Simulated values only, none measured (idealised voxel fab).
process module | voxel lift off
cross-section cut | 295 nm wide | cells 5 nm
A cross-section is a grid of square cells, given in bands from the top down. A band is one or more rows of cells.
Each band's line starts with the height of the band's top and of its bottom, in nm. Then come its materials from left to right, each with its width in nm. One material with "throughout" fills the band from edge to edge. "air" is empty space.
Height 0 is the level under which the wafer as received is all one material. The lowest band goes on downwards, as in "0 down".
A width such as "30 to 40" changes by the same amount from each row of cells to the next, from the band's top row to its bottom row.
"no change" after a step means that no cell of the cross-section changed.
closed voids: empty space of 8 cells or more with no open way to the top, each as width x height at its distance from the left edge, in nm
after a step's settings: what the simulator itself notes on the step
overlay nm, on a step with a mask: how far to the right of its planned place the mask lay; to the left if negative
plan
1 op RECEIVE | material Si
2 op CONFORMAL_DEP | material SiN | thk nm 5
3 op PATTERN | tone open | mask id LINES | material resist | width nm 30 | pitch nm 50 | thk nm 20 | overlay nm 0
4 op DIRECTIONAL_DEP | material Ru | thk nm 10
5 op STRIP | etch materials resist
6 op CONFORMAL_DEP | material SiN | thk nm 10
as received, after step 1
  0 down: Si throughout
  closed voids: none
a wafer at the end: this start, this plan, one mistake
  25 to 15: air 45 | SiN 200 | air 50
  15 to 0: SiN throughout
  0 down: Si throughout
  closed voids: none
what went wrong: step 4 ran as: op DIRECTIONAL_DEP | material SiN | thk nm 10
